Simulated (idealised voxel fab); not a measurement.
process module | voxel fin reveal
cross-section cut | 210 nm wide | cells 5 nm
A cross-section is a grid of square cells, given in bands from the top down. A band is one or more rows of cells.
Each band's line starts with the height of the band's top and of its bottom, in nm. Then come its materials from left to right, each with its width in nm. One material with "throughout" fills the band from edge to edge. "air" is empty space.
Height 0 is the level under which the wafer as received is all one material. The lowest band goes on downwards, as in "0 down".
A width such as "30 to 40" changes by the same amount from each row of cells to the next, from the band's top row to its bottom row.
"no change" after a step means that no cell of the cross-section changed.
closed voids: empty space of 8 cells or more with no open way to the top, each as width x height at its distance from the left edge, in nm
after a step's settings: what the simulator itself notes on the step
overlay nm, on a step with a mask: how far to the right of its planned place the mask lay; to the left if negative
plan
1 op RECEIVE | material Si
2 op CONFORMAL_DEP | material SiN | thk nm 10
3 op MASKED_ETCH | tone cover | mask id FINS | width nm 15 | pitch nm 40 | etch materials SiN | depth nm 10 | overlay nm 0
4 op MASKED_ETCH | tone cover | mask id FINS | width nm 15 | pitch nm 40 | etch materials Si | depth nm 40 | overlay nm 0
5 op FILL_DEP | material SiO2 | thk nm 10
6 op CMP | height nm 10
7 op SELECTIVE_ETCH | etch materials SiO2 | depth nm 35
8 op STRIP | etch materials SiN
first wafer, as planned
as received, after step 1
  0 down: Si throughout
  closed voids: none
after step 2
  10 to 0: SiN throughout
  below 0: unchanged
after step 3
  10 to 0: air 75 | SiN 15 | air 25 | SiN 15 | air 80
  below 0: unchanged
after step 4
  10 to 0: air 75 | SiN 15 | air 25 | SiN 15 | air 80
  0 to -40: air 75 | Si 15 | air 25 | Si 15 | air 80
  below -40: unchanged
after step 5
  20 to 10: SiO2 throughout
  10 to 0: SiO2 75 | SiN 15 | SiO2 25 | SiN 15 | SiO2 80
  0 to -40: SiO2 75 | Si 15 | SiO2 25 | Si 15 | SiO2 80
  below -40: unchanged
after step 6
  10 to 0: SiO2 75 | SiN 15 | SiO2 25 | SiN 15 | SiO2 80
  below 0: unchanged
after step 7
  10 to 0: air 75 | SiN 15 | air 25 | SiN 15 | air 80
  0 to -25: air 75 | Si 15 | air 25 | Si 15 | air 80
  below -25: unchanged
after step 8
  0 to -25: air 75 | Si 15 | air 25 | Si 15 | air 80
  below -25: unchanged
second wafer: like start, like plan, one mistake. Through step 7 it matches the first wafer
when step 8 should have ended: no change
what went wrong: step 8 was left out
at the end the second wafer has, in cells: 12 more of SiN
